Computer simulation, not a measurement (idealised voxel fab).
This section sets out a process module, namely voxel lift off.
The cross-section on display is named cut; it measures 215 nm wide, and its cells are 5 nm squares.
Just so we're on the same page, the cross-sections are grids of square cells, and they're listed out in bands top to bottom, each band one or more rows deep.
It is stipulated that each band's entry specify, in nanometres, the height of the top of the band and then that of its bottom, followed by the materials of the band in left-to-right sequence, each together with its width in nanometres. A single material marked by the word "all across" is understood to fill the band from edge to edge; the word "air" is understood to denote empty space.
Heights from 0 (as-received wafer is one material below). Bottom band endless downward, as "z 0 and below".
Note: "30->40" means the width goes from the first number (top row of the band) to the second number (bottom row) in equal steps per row of cells.
Take "nothing altered" at face value: in the step it is given for, the cross-section changed in none of its cells.
"Fully enclosed voids" contains a list of empty spaces, each no smaller than 8 cells and without an open way to the top, written in the form width x height at distance with the distance from the left edge and all three in nm.
What comes after the settings on a step's line is commentary from the simulator itself on that step.
"overlay nm", when on a step's line for a step with a mask, measures how far to the right of its planned place the mask lay; a negative measure means to the left.
### Listed below are the process steps as planned
1) RECEIVE | material Si
2) CONFORMAL_DEP | material Al2O3 | thk nm 5
3) PATTERN | tone open | mask id LINES | material resist | width nm 25 | pitch nm 40 | thk nm 20 | overlay nm 0
4) DIRECTIONAL_DEP | material Ru | thk nm 10
5) STRIP | etch materials resist
6) CONFORMAL_DEP | material SiCN | thk nm 5
### Cross-section of the wafer at receipt, which is the condition after step 1
z 0 and below: Si all across
Fully enclosed voids: none
### The first of the two wafers as seen in cross-section once the module was finished; processing followed the plan
z 20 to 15: air 30; SiCN 35; air 5; SiCN 35; air 5; SiCN 35; air 5; SiCN 35; air 30
z 15 to 10: air 30; SiCN 5; Ru 25; SiCN 5; air 5; SiCN 5; Ru 25; SiCN 5; air 5; SiCN 5; Ru 25; SiCN 5; air 5; SiCN 5; Ru 25; SiCN 5; air 30
z 10 to 5: SiCN 35; Ru 25; SiCN 15; Ru 25; SiCN 15; Ru 25; SiCN 15; Ru 25; SiCN 35
z 5 to 0: Al2O3 all across
z 0 and below: Si all across
Fully enclosed voids: none
### This cross-section belongs to the second wafer of two at the end of the module; the start and the plan were shared with the first, and the run included one mistake
z 20 to 15: air 40; SiCN 35; air 5; SiCN 35; air 5; SiCN 35; air 5; SiCN 35; air 20
z 15 to 10: air 40; SiCN 5; Ru 25; SiCN 5; air 5; SiCN 5; Ru 25; SiCN 5; air 5; SiCN 5; Ru 25; SiCN 5; air 5; SiCN 5; Ru 25; SiCN 5; air 20
z 10 to 5: SiCN 45; Ru 25; SiCN 15; Ru 25; SiCN 15; Ru 25; SiCN 15; Ru 25; SiCN 25
z 5 to 0: Al2O3 all across
z 0 and below: Si all across
Fully enclosed voids: none
The plan and the run diverged here: step 3 ran as: PATTERN | tone open | mask id LINES | material resist | width nm 25 | pitch nm 40 | thk nm 20 | overlay nm 10
Same inventory, different map: at the end, the second wafer holds as many cells of each material as the first, placed elsewhere.
